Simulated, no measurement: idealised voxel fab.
process module | voxel plated lines
cross-section cut | 230 nm wide | cells 5 nm
A cross-section is a grid of square cells, given in bands from the top down. A band is one or more rows of cells.
Each band's line starts with the height of the band's top and of its bottom, in nm. Then come its materials from left to right, each with its width in nm. One material with "throughout" fills the band from edge to edge. "air" is empty space.
Height 0 is the level under which the wafer as received is all one material. The lowest band goes on downwards, as in "0 down".
A width such as "30 to 40" changes by the same amount from each row of cells to the next, from the band's top row to its bottom row.
"no change" after a step means that no cell of the cross-section changed.
closed voids: empty space of 8 cells or more with no open way to the top, each as width x height at its distance from the left edge, in nm
after a step's settings: what the simulator itself notes on the step
overlay nm, on a step with a mask: how far to the right of its planned place the mask lay; to the left if negative
plan
1 op RECEIVE | material Si
2 op CONFORMAL_DEP | material Al2O3 | thk nm 5
3 op DIRECTIONAL_DEP | material TiN | thk nm 5
4 op PATTERN | tone open | mask id LINES | material resist | width nm 20 | pitch nm 45 | thk nm 35 | overlay nm 0
5 op EPI | material Ru | thk nm 10
6 op EPI | material Ru | thk nm 5
7 op EPI | material Ru | thk nm 5
8 op STRIP | etch materials resist
9 op DIRECTIONAL_ETCH | etch materials TiN | depth nm 5
10 op CONFORMAL_DEP | material SiO2 | thk nm 5
as received, after step 1
  0 down: Si throughout
  closed voids: none
a wafer at the end: this start, this plan, one mistake
  15 to 5: SiO2 throughout
  5 to 0: Al2O3 throughout
  0 down: Si throughout
  closed voids: none
what went wrong: step 3 ran as: op DIRECTIONAL_DEP | material SiO2 | thk nm 5
